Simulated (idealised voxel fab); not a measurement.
You're looking at the process module voxel quadruple lines.
Section cut is 220 nm wide and gridded with 5 nm square cells.
Cross-section layout: square cells on a grid; listed as bands, top to bottom; a band spans one or more cell rows.
A band entry consists of two parts. The first gives the height of the band's top and the height of its bottom, in nm. The rest lists the band's materials from left to right, each with its width in nm. A single material labelled with the word "edge to edge" fills the band from edge to edge, and the word "air" marks empty space.
A quick word on heights: they are counted from 0, and under that level the wafer as it came to us is one material throughout. The lowest band is different from the rest in having no bottom; it simply continues downward, written as in "top 0, no bottom".
The width entry "30..40" should be interpreted row by row: the top row of cells in the band takes the first number, the bottom row takes the second number, and the change between adjacent rows is uniform throughout.
The designation "all unchanged", where it is given for a processing step, indicates that no cell of the cross-section was altered in the course of that step.
Look at "Enclosed cavity list" for the closed voids: empty spaces with no open path to the top, sized 8 cells or up. Each is width x height at distance, distance from the left edge, all nm.
Where a step's line continues beyond its settings, the continuation is a remark by the simulator itself on that step.
overlay nm: how far to the right of its planned place the mask lay on this masked step (negative: to the left).
[These are the steps we planned for the process]
1. RECEIVE with material Si
2. CONFORMAL_DEP with material SiO2, thk nm 10
3. DIRECTIONAL_DEP with material W, thk nm 15
4. DIRECTIONAL_DEP with material polySi, thk nm 20
5. DIRECTIONAL_DEP with material aC, thk nm 25
6. PATTERN with tone cover, mask id MANDREL, material resist, width nm 35, pitch nm 100, thk nm 35, overlay nm 0
7. DIRECTIONAL_ETCH with etch materials aC, depth nm 25
8. STRIP with etch materials resist
9. CONFORMAL_DEP with material SiO2, thk nm 15
10. DIRECTIONAL_ETCH with etch materials SiO2, depth nm 15
11. STRIP with etch materials aC
12. DIRECTIONAL_ETCH with etch materials polySi, depth nm 20
13. STRIP with etch materials SiO2
14. CONFORMAL_DEP with material SiCN, thk nm 10
15. DIRECTIONAL_ETCH with etch materials SiCN, depth nm 10
16. STRIP with etch materials polySi
17. DIRECTIONAL_ETCH with etch materials W, depth nm 15
18. STRIP with etch materials SiCN
19. FILL_DEP with material SiO2, thk nm 5
20. CMP with height nm 25
[Cross-section of the wafer upon arrival, representing the state reached after step 1]
	top 0, no bottom | Si edge to edge
	Enclosed cavity list: none
[Look at the cross-section after the module: the wafer started out the way shown above and the plan was the one shown above, yet one mistake was made along the way]
	top 25, bottom 20 | SiO2 edge to edge
	top 20, bottom 5 | 15 of SiO2, then 10 of W, then 15 of SiO2, then 10 of W, then 15 of SiO2, then 10 of W, then 15 of SiO2, then 10 of W, then 15 of SiO2, then 10 of W, then 15 of SiO2, then 10 of W, then 15 of SiO2, then 10 of W, then 15 of SiO2, then 10 of W, then 20 of SiO2
	top 5, bottom 0 | SiO2 edge to edge
	top 0, no bottom | Si edge to edge
	Enclosed cavity list: none
It is concluded that the wafer was processed incorrectly with respect to the plan, in that step 2 changed vs plan, executed as CONFORMAL_DEP with material SiO2, thk nm 5
